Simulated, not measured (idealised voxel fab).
The process module presented herein is designated voxel transistor to metal.
Cross-section cut: width 150 nm, square cells of 5 nm.
Bands, listed from the top down, are how a cross-section gets written in this document; the cross-section itself is a grid of square cells, and a band is one or more rows of them. Heights first: top, then bottom, in nm. Then materials, left to right, each with a width in nm. "edge to edge" on a single material: fills the band edge to edge. "empty": empty space. Ref level 0: as-received wafer is one material below here. Bottom band extends down with no lower bound ("from 0 down"). Graded width ("30 to 40"): value in top row of band = first number; value in bottom row = second number; row-to-row change constant. Basically "everything unchanged" means that step didn't change any cell in the cross-section. Voids not open to the top, 8 cells minimum: see "Enclosed internal voids". Written width x height at distance; distance is from the left edge; nm. If you see something after the settings on a step's line, that's the simulator's own remark about that step. The optional step-line setting "overlay nm" applies to steps with a mask and quantifies how far to the right of its planned location the mask lay, a negative value indicating leftward placement.

So here's the lineup of process steps we planned:
1) op RECEIVE | material Si
2) op OXIDIZE | depth nm 5
3) op CONFORMAL_DEP | material SiN | thk nm 15
4) op DIRECTIONAL_DEP | material aC | thk nm 15
5) op PATTERN | tone cover | mask id ACTIVE | material resist | width nm 110 | thk nm 30 | overlay nm 0
6) op DIRECTIONAL_ETCH | etch materials aC | depth nm 15
7) op STRIP | etch materials resist
8) op DIRECTIONAL_ETCH | etch materials SiN | depth nm 15
9) op DIRECTIONAL_ETCH | etch materials SiO2 | depth nm 5
10) op DIRECTIONAL_ETCH | etch materials Si | depth nm 20
11) op STRIP | etch materials aC
12) op OXIDIZE | depth nm 5
13) op FILL_DEP | material SiO2 | thk nm 10
14) op CMP | height nm 15
15) op SELECTIVE_ETCH | etch materials SiO2 | depth nm 5
16) op STRIP | etch materials SiN
17) op SELECTIVE_ETCH | etch materials SiO2 | depth nm 5
18) op OXIDIZE | depth nm 5
19) op DIRECTIONAL_DEP | material polySi | thk nm 20
20) op DIRECTIONAL_DEP | material SiCN | thk nm 10
21) op DIRECTIONAL_DEP | material aC | thk nm 15
22) op PATTERN | tone cover | mask id GATE | material resist | width nm 30 | thk nm 35 | overlay nm 0
23) op DIRECTIONAL_ETCH | etch materials aC | depth nm 15
24) op STRIP | etch materials resist
25) op DIRECTIONAL_ETCH | etch materials SiCN | depth nm 20
26) op DIRECTIONAL_ETCH | etch materials polySi | depth nm 30
27) op STRIP | etch materials aC
28) op CONFORMAL_DEP | material SiO2 | thk nm 5
29) op DIRECTIONAL_ETCH | etch materials SiO2 | depth nm 5
30) op CONFORMAL_DEP | material SiN | thk nm 5
31) op DIRECTIONAL_ETCH | etch materials SiN | depth nm 5
32) op DIRECTIONAL_ETCH | etch materials SiO2 | depth nm 5
33) op DIRECTIONAL_ETCH | etch materials Si | depth nm 15
34) op EPI | material SiGe | thk nm 15
35) op FILL_DEP | material SiO2 | thk nm 5
36) op CMP | height nm 15
37) op STRIP | etch materials polySi
38) op SELECTIVE_ETCH | etch materials SiO2 | depth nm 5
39) op CONFORMAL_DEP | material HfO2 | thk nm 5
40) op CONFORMAL_DEP | material TiN | thk nm 5
41) op FILL_DEP | material W | thk nm 5
42) op CMP | height nm 10
43) op DIRECTIONAL_DEP | material SiO2 | thk nm 15
44) op PATTERN | tone open | mask id CONTACT | material resist | width nm 15 | pitch nm 85 | thk nm 20 | overlay nm 0
45) op DIRECTIONAL_ETCH | etch materials SiO2 | depth nm 35
46) op STRIP | etch materials resist
47) op CONFORMAL_DEP | material TiN | thk nm 5
48) op FILL_DEP | material W | thk nm 10
49) op CMP | height nm 25
50) op CONFORMAL_DEP | material SiN | thk nm 5
51) op DIRECTIONAL_DEP | material SiO2 | thk nm 25
52) op PATTERN | tone open | mask id METAL_1 | material resist | width nm 15 | pitch nm 85 | thk nm 15 | overlay nm 0
53) op DIRECTIONAL_ETCH | etch materials SiO2 | depth nm 25
54) op DIRECTIONAL_ETCH | etch materials SiN | depth nm 5
55) op STRIP | etch materials resist
56) op CONFORMAL_DEP | material TiN | thk nm 5
57) op FILL_DEP | material Cu | thk nm 10
58) op CMP | height nm 55
59) op EPI | material Ru | thk nm 5
60) op FILL_DEP | material SiCN | thk nm 5
61) op DIRECTIONAL_DEP | material lowk | thk nm 35
62) op DIRECTIONAL_DEP | material aC | thk nm 10
63) op PATTERN | tone open | mask id METAL_2 | material resist | width nm 15 | pitch nm 85 | thk nm 25 | overlay nm 0
64) op DIRECTIONAL_ETCH | etch materials aC | depth nm 10
65) op STRIP | etch materials resist
66) op DIRECTIONAL_ETCH | etch materials lowk | depth nm 20
67) op STRIP | etch materials aC
68) op DIRECTIONAL_DEP | material aC | thk nm 15
69) op PATTERN | tone open | mask id METAL_2_HOLES | material resist | width nm 15 | pitch nm 85 | thk nm 35 | overlay nm 0
70) op DIRECTIONAL_ETCH | etch materials aC | depth nm 15
71) op STRIP | etch materials resist
72) op DIRECTIONAL_ETCH | etch materials lowk | depth nm 15
73) op DIRECTIONAL_ETCH | etch materials SiCN | depth nm 5
74) op STRIP | etch materials aC
75) op CONFORMAL_DEP | material TiN | thk nm 5
76) op FILL_DEP | material Cu | thk nm 5
77) op CMP | height nm 100
78) op CONFORMAL_DEP | material SiCN | thk nm 5

Wafer cross-section on receipt, i.e. after step 1:
> from 0 down | Si edge to edge
> Enclosed internal voids: none

End-of-module cross-section of the first of two wafers, processed as planned:
> from 105 to 100 | SiCN edge to edge
> from 100 to 65 | lowk: 25; TiN: 5; Cu: 5; TiN: 5; lowk: 70; TiN: 5; Cu: 5; TiN: 5; lowk: 25
> from 65 to 60 | SiCN: 25; TiN: 15; SiCN: 70; TiN: 15; SiCN: 25
> from 60 to 55 | SiCN: 20; Ru: 25; SiCN: 60; Ru: 25; SiCN: 20
> from 55 to 30 | SiO2: 25; TiN: 5; Cu: 5; TiN: 5; SiO2: 70; TiN: 5; Cu: 5; TiN: 5; SiO2: 25
> from 30 to 25 | SiN: 25; TiN: 15; SiN: 70; TiN: 15; SiN: 25
> from 25 to 10 | SiO2: 25; TiN: 5; W: 5; TiN: 5; SiO2: 70; TiN: 5; W: 5; TiN: 5; SiO2: 25
> from 10 to 5 | SiO2: 25; TiN: 15; SiO2: 10; SiN: 5; HfO2: 5; TiN: 5; W: 20; TiN: 5; HfO2: 5; SiN: 5; SiO2: 10; TiN: 15; SiO2: 25
> from 5 to 0 | SiO2: 20; SiN: 5; TiN: 10; SiGe: 15; SiN: 5; HfO2: 5; TiN: 5; W: 20; TiN: 5; HfO2: 5; SiN: 5; SiGe: 15; TiN: 10; SiN: 5; SiO2: 20
> from 0 to -5 | SiO2: 20; SiN: 5; TiN: 10; SiGe: 15; SiN: 5; HfO2: 5; TiN: 30; HfO2: 5; SiN: 5; SiGe: 15; TiN: 10; SiN: 5; SiO2: 20
> from -5 to -10 | SiO2: 25; TiN: 10; SiGe: 15; SiO2: 5; HfO2: 40; SiO2: 5; SiGe: 15; TiN: 10; SiO2: 25
> from -10 to -25 | SiO2: 25; SiGe: 25; Si: 50; SiGe: 25; SiO2: 25
> from -25 to -30 | SiO2: 25; Si: 100; SiO2: 25
> from -30 down | Si edge to edge
> Enclosed internal voids: none

Same start, same plan as the first wafer - but one mistake in the run. Cross-section of the second of the two at the end of the module:
> from 105 to 100 | SiCN edge to edge
> from 100 to 65 | lowk: 25; TiN: 5; Cu: 5; TiN: 5; lowk: 70; TiN: 5; Cu: 5; TiN: 5; lowk: 25
> from 65 to 60 | SiCN: 25; TiN: 15; SiCN: 70; TiN: 15; SiCN: 25
> from 60 to 55 | SiCN: 20; Ru: 25; SiCN: 60; Ru: 25; SiCN: 20
> from 55 to 30 | SiO2: 25; TiN: 5; Cu: 5; TiN: 5; SiO2: 70; TiN: 5; Cu: 5; TiN: 5; SiO2: 25
> from 30 to 25 | SiN: 25; TiN: 15; SiN: 70; TiN: 15; SiN: 25
> from 25 to 15 | SiO2: 25; TiN: 5; W: 5; TiN: 5; SiO2: 70; TiN: 5; W: 5; TiN: 5; SiO2: 25
> from 15 to 10 | SiO2: 25; TiN: 15; SiO2: 70; TiN: 15; SiO2: 25
> from 10 to 5 | TiN: 20; W: 35; TiN: 5; HfO2: 5; SiN: 5; SiO2: 10; SiN: 5; HfO2: 5; TiN: 5; W: 35; TiN: 20
> from 5 to 0 | HfO2: 15; TiN: 5; W: 35; TiN: 5; HfO2: 5; SiN: 5; SiGe: 10; SiN: 5; HfO2: 5; TiN: 5; W: 35; TiN: 5; HfO2: 15
> from 0 to -5 | SiO2: 10; HfO2: 5; TiN: 45; HfO2: 5; SiN: 5; SiGe: 10; SiN: 5; HfO2: 5; TiN: 45; HfO2: 5; SiO2: 10
> from -5 to -10 | SiO2: 10; HfO2: 55; SiO2: 5; SiGe: 10; SiO2: 5; HfO2: 55; SiO2: 10
> from -10 to -25 | SiO2: 25; Si: 45; SiGe: 10; Si: 45; SiO2: 25
> from -25 to -30 | SiO2: 25; Si: 100; SiO2: 25
> from -30 down | Si edge to edge
> Enclosed internal voids: none
Processing error: heads up, step 22 didn't go per plan, it actually ran as op PATTERN | tone open | mask id GATE | material resist | width nm 30 | thk nm 35 | overlay nm 0
It is noted that, at the conclusion of processing, the second wafer exhibits a higher or lower cell count for certain materials relative to the first: 22 more of HfO2, 24 more of Si, 36 fewer of SiGe, 4 fewer of SiN, 30 fewer of SiO2, 6 more of TiN, 18 more of W
